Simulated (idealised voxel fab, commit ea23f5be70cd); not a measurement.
process module | voxel self aligned vias
cross-section cut | 180 nm wide | cells 5 nm
A cross-section is a grid of square cells, given in bands from the top down. A band is one or more rows of cells.
Each band's line starts with the height of the band's top and of its bottom, in nm. Then come its materials from left to right, each with its width in nm. One material with "throughout" fills the band from edge to edge. "air" is empty space.
Height 0 is the level under which the wafer as received is all one material. The lowest band goes on downwards, as in "0 down".
A width such as "30 to 40" changes by the same amount from each row of cells to the next, from the band's top row to its bottom row.
"no change" after a step means that no cell of the cross-section changed.
closed voids: empty space of 8 cells or more with no open way to the top, each as width x height at its distance from the left edge, in nm
after a step's settings: what the simulator itself notes on the step
overlay nm, on a step with a mask: how far to the right of its planned place the mask lay; to the left if negative
plan
1 op RECEIVE | material Si
2 op CONFORMAL_DEP | material SiO2 | thk nm 10
3 op CONFORMAL_DEP | material SiCN | thk nm 5
4 op DIRECTIONAL_DEP | material SiO2 | thk nm 25
5 op PATTERN | tone open | mask id LINES | material resist | width nm 30 | pitch nm 55 | thk nm 20 | overlay nm 0
6 op DIRECTIONAL_ETCH | etch materials SiO2 | depth nm 25
7 op STRIP | etch materials resist
8 op CONFORMAL_DEP | material TiN | thk nm 5
9 op FILL_DEP | material W | thk nm 10
10 op CMP | height nm 40
11 op SELECTIVE_ETCH | etch materials W Ru TiN | depth nm 10
12 op FILL_DEP | material SiN | thk nm 5
13 op CMP | height nm 40
14 op DIRECTIONAL_DEP | material SiO2 | thk nm 20
15 op PATTERN | tone open | mask id VIAS | material resist | width nm 40 | pitch nm 55 | thk nm 20 | overlay nm 0
16 op DIRECTIONAL_ETCH | etch materials SiO2 | depth nm 20
17 op DIRECTIONAL_ETCH | etch materials SiN | depth nm 10
18 op STRIP | etch materials resist
19 op CONFORMAL_DEP | material TiN | thk nm 5
20 op FILL_DEP | material Cu | thk nm 5
21 op CMP | height nm 60
22 op CONFORMAL_DEP | material SiN | thk nm 5
first wafer, as planned
as received, after step 1
  0 down: Si throughout
  closed voids: none
after step 2
  10 to 0: SiO2 throughout
  below 0: unchanged
after step 3
  15 to 10: SiCN throughout
  below 10: unchanged
after step 4
  40 to 15: SiO2 throughout
  below 15: unchanged
after step 5
  60 to 40: resist 45 | air 30 | resist 25 | air 30 | resist 50
  below 40: unchanged
after step 6
  60 to 40: resist 45 | air 30 | resist 25 | air 30 | resist 50
  40 to 15: SiO2 45 | air 30 | SiO2 25 | air 30 | SiO2 50
  below 15: unchanged
after step 7
  40 to 15: SiO2 45 | air 30 | SiO2 25 | air 30 | SiO2 50
  below 15: unchanged
after step 8
  45 to 40: TiN 50 | air 20 | TiN 35 | air 20 | TiN 55
  40 to 20: SiO2 45 | TiN 5 | air 20 | TiN 5 | SiO2 25 | TiN 5 | air 20 | TiN 5 | SiO2 50
  20 to 15: SiO2 45 | TiN 30 | SiO2 25 | TiN 30 | SiO2 50
  below 15: unchanged
after step 9
  55 to 45: W throughout
  45 to 40: TiN 50 | W 20 | TiN 35 | W 20 | TiN 55
  40 to 20: SiO2 45 | TiN 5 | W 20 | TiN 5 | SiO2 25 | TiN 5 | W 20 | TiN 5 | SiO2 50
  below 20: unchanged
after step 10
  40 to 20: SiO2 45 | TiN 5 | W 20 | TiN 5 | SiO2 25 | TiN 5 | W 20 | TiN 5 | SiO2 50
  below 20: unchanged
after step 11
  40 to 30: SiO2 45 | air 30 | SiO2 25 | air 30 | SiO2 50
  below 30: unchanged
after step 12
  45 to 40: SiN throughout
  40 to 30: SiO2 45 | SiN 30 | SiO2 25 | SiN 30 | SiO2 50
  below 30: unchanged
after step 13
  40 to 30: SiO2 45 | SiN 30 | SiO2 25 | SiN 30 | SiO2 50
  below 30: unchanged
after step 14
  60 to 40: SiO2 throughout
  below 40: unchanged
after step 15
  80 to 60: resist 40 | air 40 | resist 15 | air 40 | resist 45
  below 60: unchanged
after step 16
  80 to 60: resist 40 | air 40 | resist 15 | air 40 | resist 45
  60 to 40: SiO2 40 | air 40 | SiO2 15 | air 40 | SiO2 45
  below 40: unchanged
after step 17
  80 to 60: resist 40 | air 40 | resist 15 | air 40 | resist 45
  60 to 40: SiO2 40 | air 40 | SiO2 15 | air 40 | SiO2 45
  40 to 30: SiO2 45 | air 30 | SiO2 25 | air 30 | SiO2 50
  below 30: unchanged
after step 18
  60 to 40: SiO2 40 | air 40 | SiO2 15 | air 40 | SiO2 45
  below 40: unchanged
after step 19
  65 to 60: TiN 45 | air 30 | TiN 25 | air 30 | TiN 50
  60 to 45: SiO2 40 | TiN 5 | air 30 | TiN 5 | SiO2 15 | TiN 5 | air 30 | TiN 5 | SiO2 45
  45 to 35: SiO2 40 to 45 | TiN 10 to 5 | air 20 | TiN 10 to 5 | SiO2 15 to 25 | TiN 10 to 5 | air 20 | TiN 10 to 5 | SiO2 45 to 50
  35 to 30: SiO2 45 | TiN 30 | SiO2 25 | TiN 30 | SiO2 50
  below 30: unchanged
after step 20
  70 to 65: Cu throughout
  65 to 60: TiN 45 | Cu 30 | TiN 25 | Cu 30 | TiN 50
  60 to 45: SiO2 40 | TiN 5 | Cu 30 | TiN 5 | SiO2 15 | TiN 5 | Cu 30 | TiN 5 | SiO2 45
  45 to 35: SiO2 40 to 45 | TiN 10 to 5 | Cu 20 | TiN 10 to 5 | SiO2 15 to 25 | TiN 10 to 5 | Cu 20 | TiN 10 to 5 | SiO2 45 to 50
  below 35: unchanged
after step 21
  60 to 45: SiO2 40 | TiN 5 | Cu 30 | TiN 5 | SiO2 15 | TiN 5 | Cu 30 | TiN 5 | SiO2 45
  below 45: unchanged
after step 22
  65 to 60: SiN throughout
  below 60: unchanged
second wafer: like start, like plan, one mistake. Through step 21 it matches the first wafer
when step 22 should have ended
  65 to 60: W throughout
  below 60: unchanged
what went wrong: step 22 ran as: op CONFORMAL_DEP | material W | thk nm 5
at the end the second wafer has, in cells: 36 fewer of SiN | 36 more of W
